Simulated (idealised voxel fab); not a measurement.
You're looking at the process module voxel spacer lines.
220 nm wide, 5 nm square cells: that's cross-section cut.
Format of a cross-section: grid, square cells. Given as bands. Order: top down. Band: one or more rows of cells. Look at the band entry: it leads with the top's height and the bottom's height in nm. Then it lists the materials left to right, with a width in nm for each. The word "full width" on a single material says that material fills the band edge to edge. The word "empty" is empty space. Basically, 0 is our baseline, since under it the wafer straight out of the box is all one material. The bottom band has no lower end and keeps on going down, so it looks like "0 and below". It should be noted that a width expressed as "30 to 40" varies in equal increments from row to row of cells within the band, taking the value of the first number at the top row and that of the second number at the bottom row. It should be understood that the words "all unchanged", when stated for a given step, signify that the cross-section underwent no change in any of its cells during that step. "Enclosed void listing" - sealed voids, min. 8 cells, no opening to top; format: width x height at distance (distance from left edge; nm throughout). Formally, on a step line, whatever follows the settings is a remark that the simulator itself makes on the step. If you see "overlay nm" on a step's line and that step has a mask, it's telling you how far right of where it was planned the mask ended up; a negative number means it went left instead.

# Listed below are the process steps as planned
1 RECEIVE, material Si
2 CONFORMAL_DEP, material Al2O3, thk nm 5
3 DIRECTIONAL_DEP, material polySi, thk nm 10
4 DIRECTIONAL_DEP, material aC, thk nm 25
5 PATTERN, tone cover, mask id MANDREL, material resist, width nm 25, pitch nm 80, thk nm 35, overlay nm 0
6 DIRECTIONAL_ETCH, etch materials aC, depth nm 25
7 STRIP, etch materials resist
8 CONFORMAL_DEP, material SiN, thk nm 15
9 DIRECTIONAL_ETCH, etch materials SiN, depth nm 15
10 STRIP, etch materials aC
11 DIRECTIONAL_ETCH, etch materials polySi, depth nm 10
12 STRIP, etch materials SiN

# Concerning the first of two wafers, which was run in accordance with the plan

# Wafer at receipt (post step 1), cross-section
0 and below: Si full width
Enclosed void listing: none

# The wafer, seen in cross-section, after step 2
5 down to 0: Al2O3 full width
No changes below 0.

# The wafer, seen in cross-section, after step 3
15 down to 5: polySi full width
No changes below 5.

# The wafer, seen in cross-section, after step 4
40 down to 15: aC full width
No changes below 15.

# The wafer, seen in cross-section, after step 5
75 down to 40: 15 empty  25 resist  55 empty  25 resist  55 empty  25 resist  20 empty
No changes below 40.

# The wafer, seen in cross-section, after step 6
50 down to 40: 15 empty  25 resist  55 empty  25 resist  55 empty  25 resist  20 empty
40 down to 15: 15 empty  25 aC  55 empty  25 aC  55 empty  25 aC  20 empty
No changes below 15.

# The wafer, seen in cross-section, after step 7
40 down to 15: 15 empty  25 aC  55 empty  25 aC  55 empty  25 aC  20 empty
No changes below 15.

# The wafer, seen in cross-section, after step 8
55 down to 40: 55 SiN  25 empty  55 SiN  25 empty  55 SiN  5 empty
40 down to 30: 15 SiN  25 aC  15 SiN  25 empty  15 SiN  25 aC  15 SiN  25 empty  15 SiN  25 aC  15 SiN  5 empty
30 down to 15: 15 SiN  25 aC  55 SiN  25 aC  55 SiN  25 aC  20 SiN
No changes below 15.

# The wafer, seen in cross-section, after step 9
40 down to 15: 15 SiN  25 aC  15 SiN  25 empty  15 SiN  25 aC  15 SiN  25 empty  15 SiN  25 aC  15 SiN  5 empty
No changes below 15.

# The wafer, seen in cross-section, after step 10
40 down to 15: 15 SiN  25 empty  15 SiN  25 empty  15 SiN  25 empty  15 SiN  25 empty  15 SiN  25 empty  15 SiN  5 empty
No changes below 15.

# The wafer, seen in cross-section, after step 11
40 down to 15: 15 SiN  25 empty  15 SiN  25 empty  15 SiN  25 empty  15 SiN  25 empty  15 SiN  25 empty  15 SiN  5 empty
15 down to 5: 15 polySi  25 empty  15 polySi  25 empty  15 polySi  25 empty  15 polySi  25 empty  15 polySi  25 empty  15 polySi  5 empty
No changes below 5.

# The wafer, seen in cross-section, after step 12
15 down to 5: 15 polySi  25 empty  15 polySi  25 empty  15 polySi  25 empty  15 polySi  25 empty  15 polySi  25 empty  15 polySi  5 empty
No changes below 5.

# second wafer: like start, like plan, one mistake. Through step 4 it matches the first wafer

# Second wafer, cross-section, planned end of step 5
75 down to 40: 20 empty  25 resist  55 empty  25 resist  55 empty  25 resist  15 empty
No changes below 40.

# Second wafer, cross-section, planned end of step 6
50 down to 40: 20 empty  25 resist  55 empty  25 resist  55 empty  25 resist  15 empty
40 down to 15: 20 empty  25 aC  55 empty  25 aC  55 empty  25 aC  15 empty
No changes below 15.

# Second wafer, cross-section, planned end of step 7
40 down to 15: 20 empty  25 aC  55 empty  25 aC  55 empty  25 aC  15 empty
No changes below 15.

# Second wafer, cross-section, planned end of step 8
55 down to 40: 5 empty  55 SiN  25 empty  55 SiN  25 empty  55 SiN
40 down to 30: 5 empty  15 SiN  25 aC  15 SiN  25 empty  15 SiN  25 aC  15 SiN  25 empty  15 SiN  25 aC  15 SiN
30 down to 15: 20 SiN  25 aC  55 SiN  25 aC  55 SiN  25 aC  15 SiN
No changes below 15.

# Second wafer, cross-section, planned end of step 9
40 down to 15: 5 empty  15 SiN  25 aC  15 SiN  25 empty  15 SiN  25 aC  15 SiN  25 empty  15 SiN  25 aC  15 SiN
No changes below 15.

# Second wafer, cross-section, planned end of step 10
40 down to 15: 5 empty  15 SiN  25 empty  15 SiN  25 empty  15 SiN  25 empty  15 SiN  25 empty  15 SiN  25 empty  15 SiN
No changes below 15.

# Second wafer, cross-section, planned end of step 11
40 down to 15: 5 empty  15 SiN  25 empty  15 SiN  25 empty  15 SiN  25 empty  15 SiN  25 empty  15 SiN  25 empty  15 SiN
15 down to 5: 5 empty  15 polySi  25 empty  15 polySi  25 empty  15 polySi  25 empty  15 polySi  25 empty  15 polySi  25 empty  15 polySi
No changes below 5.

# Second wafer, cross-section, planned end of step 12
15 down to 5: 5 empty  15 polySi  25 empty  15 polySi  25 empty  15 polySi  25 empty  15 polySi  25 empty  15 polySi  25 empty  15 polySi
No changes below 5.
Deviation from plan: step 5 ran with different settings than intended, the actual operation and settings being PATTERN, tone cover, mask id MANDREL, material resist, width nm 25, pitch nm 80, thk nm 35, overlay nm 5
at the end the second wafer has, in cells: as many of each material as the first, in other places
